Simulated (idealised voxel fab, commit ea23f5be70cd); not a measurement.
process module | voxel ribs on slabs
cross-section cut | 255 nm wide | cells 5 nm
A cross-section is a grid of square cells, given in bands from the top down. A band is one or more rows of cells.
Each band's line starts with the height of the band's top and of its bottom, in nm. Then come its materials from left to right, each with its width in nm. One material with "throughout" fills the band from edge to edge. "air" is empty space.
Height 0 is the level under which the wafer as received is all one material. The lowest band goes on downwards, as in "0 down".
A width such as "30 to 40" changes by the same amount from each row of cells to the next, from the band's top row to its bottom row.
"no change" after a step means that no cell of the cross-section changed.
closed voids: empty space of 8 cells or more with no open way to the top, each as width x height at its distance from the left edge, in nm
after a step's settings: what the simulator itself notes on the step
overlay nm, on a step with a mask: how far to the right of its planned place the mask lay; to the left if negative
plan
1 op RECEIVE | material Si
2 op DIRECTIONAL_DEP | material SiO2 | thk nm 30
3 op DIRECTIONAL_DEP | material polySi | thk nm 15
4 op MASKED_ETCH | tone cover | mask id RIB | width nm 20 | etch materials polySi | depth nm 10 | overlay nm 0
5 op DIRECTIONAL_DEP | material aC | thk nm 10
6 op PATTERN | tone cover | mask id SLAB | material resist | width nm 80 | thk nm 25 | overlay nm 0
7 op DIRECTIONAL_ETCH | etch materials aC | depth nm 10
8 op STRIP | etch materials resist
9 op DIRECTIONAL_ETCH | etch materials polySi | depth nm 5
10 op STRIP | etch materials aC
11 op FILL_DEP | material SiO2 | thk nm 20
12 op CMP | height nm 60
13 op DIRECTIONAL_DEP | material W | thk nm 10
14 op DIRECTIONAL_DEP | material aC | thk nm 15
15 op PATTERN | tone cover | mask id HEATER | material resist | width nm 30 | thk nm 30 | overlay nm 0
16 op DIRECTIONAL_ETCH | etch materials aC | depth nm 15
17 op STRIP | etch materials resist
18 op DIRECTIONAL_ETCH | etch materials W | depth nm 10
19 op STRIP | etch materials aC
20 op CONFORMAL_DEP | material SiO2 | thk nm 10
first wafer, as planned
as received, after step 1
  0 down: Si throughout
  closed voids: none
after step 2
  30 to 0: SiO2 throughout
  below 0: unchanged
after step 3
  45 to 30: polySi throughout
  below 30: unchanged
after step 4
  45 to 35: air 115 | polySi 20 | air 120
  below 35: unchanged
after step 5
  55 to 45: air 115 | aC 20 | air 120
  45 to 35: aC 115 | polySi 20 | aC 120
  below 35: unchanged
after step 6
  80 to 55: air 85 | resist 80 | air 90
  55 to 45: air 85 | resist 30 | aC 20 | resist 30 | air 90
  below 45: unchanged
after step 7
  70 to 55: air 85 | resist 80 | air 90
  55 to 45: air 85 | resist 30 | aC 20 | resist 30 | air 90
  45 to 35: air 85 | aC 30 | polySi 20 | aC 30 | air 90
  below 35: unchanged
after step 8
  55 to 45: air 115 | aC 20 | air 120
  below 45: unchanged
after step 9
  55 to 45: air 115 | aC 20 | air 120
  45 to 35: air 85 | aC 30 | polySi 20 | aC 30 | air 90
  35 to 30: air 85 | polySi 80 | air 90
  below 30: unchanged
after step 10
  45 to 35: air 115 | polySi 20 | air 120
  below 35: unchanged
after step 11
  65 to 45: SiO2 throughout
  45 to 35: SiO2 115 | polySi 20 | SiO2 120
  35 to 30: SiO2 85 | polySi 80 | SiO2 90
  below 30: unchanged
after step 12
  60 to 45: SiO2 throughout
  below 45: unchanged
after step 13
  70 to 60: W throughout
  below 60: unchanged
after step 14
  85 to 70: aC throughout
  below 70: unchanged
after step 15
  115 to 85: air 110 | resist 30 | air 115
  below 85: unchanged
after step 16
  100 to 85: air 110 | resist 30 | air 115
  85 to 70: air 110 | aC 30 | air 115
  below 70: unchanged
after step 17
  85 to 70: air 110 | aC 30 | air 115
  below 70: unchanged
after step 18
  85 to 70: air 110 | aC 30 | air 115
  70 to 60: air 110 | W 30 | air 115
  below 60: unchanged
after step 19
  70 to 60: air 110 | W 30 | air 115
  below 60: unchanged
after step 20
  80 to 70: air 100 | SiO2 50 | air 105
  70 to 60: SiO2 110 | W 30 | SiO2 115
  below 60: unchanged
second wafer: like start, like plan, one mistake. Through step 14 it matches the first wafer
when step 15 should have ended
  115 to 85: resist 110 | air 30 | resist 115
  below 85: unchanged
when step 16 should have ended
  100 to 85: resist 110 | air 30 | resist 115
  85 to 70: aC 110 | air 30 | aC 115
  below 70: unchanged
when step 17 should have ended
  85 to 70: aC 110 | air 30 | aC 115
  below 70: unchanged
when step 18 should have ended
  85 to 70: aC 110 | air 30 | aC 115
  70 to 60: W 110 | air 30 | W 115
  below 60: unchanged
when step 19 should have ended
  70 to 60: W 110 | air 30 | W 115
  below 60: unchanged
when step 20 should have ended
  80 to 70: SiO2 120 | air 10 | SiO2 125
  70 to 60: W 110 | SiO2 30 | W 115
  below 60: unchanged
what went wrong: step 15 ran as: op PATTERN | tone open | mask id HEATER | material resist | width nm 30 | thk nm 30 | overlay nm 0
at the end the second wafer has, in cells: 78 more of W
